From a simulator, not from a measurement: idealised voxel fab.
process module | voxel air gaps
cross-section cut | 270 nm wide | cells 5 nm
A cross-section is a grid of square cells, given in bands from the top down. A band is one or more rows of cells.
Each band's line starts with the height of the band's top and of its bottom, in nm. Then come its materials from left to right, each with its width in nm. One material with "throughout" fills the band from edge to edge. "air" is empty space.
Height 0 is the level under which the wafer as received is all one material. The lowest band goes on downwards, as in "0 down".
A width such as "30 to 40" changes by the same amount from each row of cells to the next, from the band's top row to its bottom row.
"no change" after a step means that no cell of the cross-section changed.
closed voids: empty space of 8 cells or more with no open way to the top, each as width x height at its distance from the left edge, in nm
after a step's settings: what the simulator itself notes on the step
overlay nm, on a step with a mask: how far to the right of its planned place the mask lay; to the left if negative
plan
1 op RECEIVE | material Si
2 op CONFORMAL_DEP | material SiO2 | thk nm 10
3 op CONFORMAL_DEP | material SiCN | thk nm 5
4 op DIRECTIONAL_DEP | material SiO2 | thk nm 40
5 op PATTERN | tone open | mask id LINES | material resist | width nm 25 | pitch nm 55 | thk nm 15 | overlay nm 0
6 op DIRECTIONAL_ETCH | etch materials SiO2 | depth nm 40
7 op STRIP | etch materials resist
8 op CONFORMAL_DEP | material TiN | thk nm 5
9 op FILL_DEP | material Ru | thk nm 5
10 op CMP | height nm 55
11 op EPI | material Ru | thk nm 10
12 op SELECTIVE_ETCH | etch materials SiO2 | depth nm 50
13 op CONFORMAL_DEP | material SiCN | thk nm 5
as received, after step 1
  0 down: Si throughout
  closed voids: none
a wafer at the end: this start, this plan, one mistake
  80 to 75: air 40 | SiCN 185 | air 45
  75 to 55: air 40 | SiCN 5 | Ru 175 | SiCN 5 | air 45
  55 to 50: air 40 | SiCN 25 | TiN 5 | Ru 15 | TiN 5 | SiO2 30 | TiN 5 | Ru 15 | TiN 5 | SiO2 30 | TiN 5 | Ru 15 | TiN 5 | SiCN 25 | air 45
  50 to 20: air 60 | SiCN 5 | TiN 5 | Ru 15 | TiN 5 | SiO2 30 | TiN 5 | Ru 15 | TiN 5 | SiO2 30 | TiN 5 | Ru 15 | TiN 5 | SiCN 5 | air 65
  20 to 15: SiCN 65 | TiN 25 | SiO2 30 | TiN 25 | SiO2 30 | TiN 25 | SiCN 70
  15 to 10: SiCN throughout
  10 to 0: SiO2 throughout
  0 down: Si throughout
  closed voids: none
what went wrong: step 11 was run twice
